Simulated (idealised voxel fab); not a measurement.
This section sets out a process module, namely voxel air gaps.
Shown is cross-section cut, with a width of 235 nm and square cells of size 5 nm.
Just so we're on the same page, the cross-sections are grids of square cells, and they're listed out in bands top to bottom, each band one or more rows deep.
Top height, bottom height, nm. Materials left to right, width each, nm. Single material + "everywhere" = fills band edge to edge. "empty" = empty.
Counting heights begins at 0, where everything beneath is, in the wafer as received, one material. The lowest band has no bottom; it goes on downwards, as "0 down" shows.
Width spec "30 to 40" -> top row of cells at first value, bottom row at second value, equal per-row change in between.
"no change occurred", as given for a step, is the statement that not any cell of the cross-section underwent a change during that step.
"Sealed void listing" means: voids of 8 cells or more that are shut off from the top with no open way through. Written width x height at distance, distance from the left edge, in nm.
It should be noted that, on the line of a given step, the content following the step's settings is a remark produced by the simulator itself with respect to that step.
For masked steps, "overlay nm" on the step line gives how far right of plan the mask actually lay; a minus sign means it lay to the left.

-- So here's the lineup of process steps we planned
1. RECEIVE [material Si]
2. CONFORMAL_DEP [material SiO2] [thk nm 10]
3. CONFORMAL_DEP [material SiCN] [thk nm 5]
4. DIRECTIONAL_DEP [material SiO2] [thk nm 40]
5. MASKED_ETCH [tone open] [mask id LINES] [width nm 20] [pitch nm 45] [etch materials SiO2] [depth nm 40] [overlay nm 0]
6. CONFORMAL_DEP [material TiN] [thk nm 5]
7. FILL_DEP [material W] [thk nm 5]
8. CMP [height nm 55]
9. EPI [material Ru] [thk nm 10]
10. SELECTIVE_ETCH [etch materials SiO2] [depth nm 50]
11. CONFORMAL_DEP [material SiCN] [thk nm 5]

-- Received-state cross-section, reflecting completion of step 1
    0 down | Si everywhere
    Sealed void listing: none

-- Cross-sectional view of the first of the two wafers upon completion of the module, processed in accordance with the plan
    70 to 65 | empty (25)  SiCN (185)  empty (25)
    65 to 55 | empty (25)  SiCN (5)  Ru (40)  SiCN (5)  Ru (40)  SiCN (5)  Ru (40)  SiCN (5)  Ru (40)  SiCN (5)  empty (25)
    55 to 50 | empty (25)  SiCN (15)  TiN (5)  W (10)  TiN (5)  SiCN (25)  TiN (5)  W (10)  TiN (5)  SiCN (25)  TiN (5)  W (10)  TiN (5)  SiCN (25)  TiN (5)  W (10)  TiN (5)  SiCN (15)  empty (25)
    50 to 20 | empty (35)  SiCN (5)  TiN (5)  W (10)  TiN (5)  SiCN (5)  empty (15)  SiCN (5)  TiN (5)  W (10)  TiN (5)  SiCN (5)  empty (15)  SiCN (5)  TiN (5)  W (10)  TiN (5)  SiCN (5)  empty (15)  SiCN (5)  TiN (5)  W (10)  TiN (5)  SiCN (5)  empty (35)
    20 to 15 | SiCN (40)  TiN (20)  SiCN (25)  TiN (20)  SiCN (25)  TiN (20)  SiCN (25)  TiN (20)  SiCN (40)
    15 to 10 | SiCN everywhere
    10 to 0 | SiO2 everywhere
    0 down | Si everywhere
    Sealed void listing: 15 x 30 at 65; 15 x 30 at 110; 15 x 30 at 155

-- End of module, second wafer, cross-section. Started like the first, planned like the first, run with one mistake
    70 to 65 | empty (15)  SiCN (185)  empty (35)
    65 to 55 | empty (15)  SiCN (5)  Ru (40)  SiCN (5)  Ru (40)  SiCN (5)  Ru (40)  SiCN (5)  Ru (40)  SiCN (5)  empty (35)
    55 to 50 | empty (15)  SiCN (15)  TiN (5)  W (10)  TiN (5)  SiCN (25)  TiN (5)  W (10)  TiN (5)  SiCN (25)  TiN (5)  W (10)  TiN (5)  SiCN (25)  TiN (5)  W (10)  TiN (5)  SiCN (15)  empty (35)
    50 to 20 | empty (25)  SiCN (5)  TiN (5)  W (10)  TiN (5)  SiCN (5)  empty (15)  SiCN (5)  TiN (5)  W (10)  TiN (5)  SiCN (5)  empty (15)  SiCN (5)  TiN (5)  W (10)  TiN (5)  SiCN (5)  empty (15)  SiCN (5)  TiN (5)  W (10)  TiN (5)  SiCN (5)  empty (45)
    20 to 15 | SiCN (30)  TiN (20)  SiCN (25)  TiN (20)  SiCN (25)  TiN (20)  SiCN (25)  TiN (20)  SiCN (50)
    15 to 10 | SiCN everywhere
    10 to 0 | SiO2 everywhere
    0 down | Si everywhere
    Sealed void listing: 15 x 30 at 55; 15 x 30 at 100; 15 x 30 at 145
Where did the run depart from the plan? step 5 off recipe, ran as MASKED_ETCH [tone open] [mask id LINES] [width nm 20] [pitch nm 45] [etch materials SiO2] [depth nm 40] [overlay nm -10]
Comparing end states, the material composition by cell count is preserved from the first wafer to the second, while the locations of the cells are not.
